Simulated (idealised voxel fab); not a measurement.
This is a process module. Its name is voxel local oxidation.
Section shown: cut. Width: 240 nm. Cell size: 5 nm, square.
A cross-section in this document is a grid of square cells, and it is written down as bands, the top band listed before the ones below it; a band is made up of one or more rows of cells. Top height, bottom height, nm. Materials left to right, width each, nm. Single material + "all across" = fills band edge to edge. "air" = empty. Counting heights begins at 0, where everything beneath is, in the wafer as received, one material. The lowest band has no bottom; it goes on downwards, as "0..down" shows. Top row gets the first number, bottom row gets the second, and each row in between changes by the same step: that is how a band width like "30..40" works. No cell of the cross-section changed in a step that is given as "remained unchanged". Look at "Trapped cavities" for the closed voids: empty spaces with no open path to the top, sized 8 cells or up. Each is width x height at distance, distance from the left edge, all nm. On a step's line, text after the settings is the simulator commenting on that step. On any step carrying a mask, the "overlay nm" setting, if present on the step's line, tells how far right of its planned place the mask lay; negative values point to the left.

[Intended process steps]
1 RECEIVE: material Si
2 OXIDIZE: depth nm 5
3 CONFORMAL_DEP: material SiN, thk nm 15
4 MASKED_ETCH: tone cover, mask id ACTIVE, width nm 115, etch materials SiN, depth nm 15, overlay nm 0
5 SELECTIVE_ETCH: etch materials SiO2, depth nm 5
6 OXIDIZE: depth nm 10
7 STRIP: etch materials SiN

[As-received state of the wafer in cross-section, equivalent to post-step 1]
* 0..down: Si all across
* Trapped cavities: none

[The first of two wafers, cross-sectioned at the end of the module, with the run proceeding as planned]
* 0..-5: air 65; SiO2 105; air 70
* -5..-15: SiO2 75; Si 85; SiO2 80
* -15..down: Si all across
* Trapped cavities: none

[Wafer two (of two), end-of-module cross-section: start = wafer one, plan = wafer one, one run mistake]
* 0..-5: air 65; SiO2 105; air 70
* -5..-20: SiO2 80; Si 75; SiO2 85
* -20..down: Si all across
* Trapped cavities: none
The mistake made against the process plan was this: for step 6, the planned setting was not used; the step was instead run as OXIDIZE: depth nm 15
The second wafer ends with more or fewer cells of some materials than the first, per final count: -37 Si; +37 SiO2
